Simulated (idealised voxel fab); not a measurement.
process module | voxel ribs on slabs
cross-section cut | 225 nm wide | cells 5 nm
A cross-section is a grid of square cells, given in bands from the top down. A band is one or more rows of cells.
Each band's line starts with the height of the band's top and of its bottom, in nm. Then come its materials from left to right, each with its width in nm. One material with "throughout" fills the band from edge to edge. "air" is empty space.
Height 0 is the level under which the wafer as received is all one material. The lowest band goes on downwards, as in "0 down".
A width such as "30 to 40" changes by the same amount from each row of cells to the next, from the band's top row to its bottom row.
"no change" after a step means that no cell of the cross-section changed.
closed voids: empty space of 8 cells or more with no open way to the top, each as width x height at its distance from the left edge, in nm
after a step's settings: what the simulator itself notes on the step
overlay nm, on a step with a mask: how far to the right of its planned place the mask lay; to the left if negative
plan
1 op RECEIVE | material Si
2 op DIRECTIONAL_DEP | material SiO2 | thk nm 30
3 op DIRECTIONAL_DEP | material SiN | thk nm 25
4 op PATTERN | tone cover | mask id RIB | material resist | width nm 20 | thk nm 20 | overlay nm 0
5 op DIRECTIONAL_ETCH | etch materials SiN | depth nm 10
6 op STRIP | etch materials resist
7 op MASKED_ETCH | tone cover | mask id SLAB | width nm 80 | etch materials SiN | depth nm 15 | overlay nm 0
8 op FILL_DEP | material SiO2 | thk nm 25
9 op CMP | height nm 70
10 op DIRECTIONAL_DEP | material TiN | thk nm 10
11 op PATTERN | tone cover | mask id HEATER | material resist | width nm 30 | thk nm 15 | overlay nm 0
12 op DIRECTIONAL_ETCH | etch materials TiN | depth nm 10
13 op STRIP | etch materials resist
14 op CONFORMAL_DEP | material SiO2 | thk nm 5
as received, after step 1
  0 down: Si throughout
  closed voids: none
a wafer at the end: this start, this plan, one mistake
  85 to 80: air 90 | SiO2 40 | air 95
  80 to 75: air 90 | SiO2 5 | TiN 30 | SiO2 5 | air 95
  75 to 70: SiO2 95 | TiN 30 | SiO2 100
  70 to 60: SiO2 70 | SiN 80 | SiO2 75
  60 to 0: SiO2 throughout
  0 down: Si throughout
  closed voids: none
what went wrong: step 2 was run twice
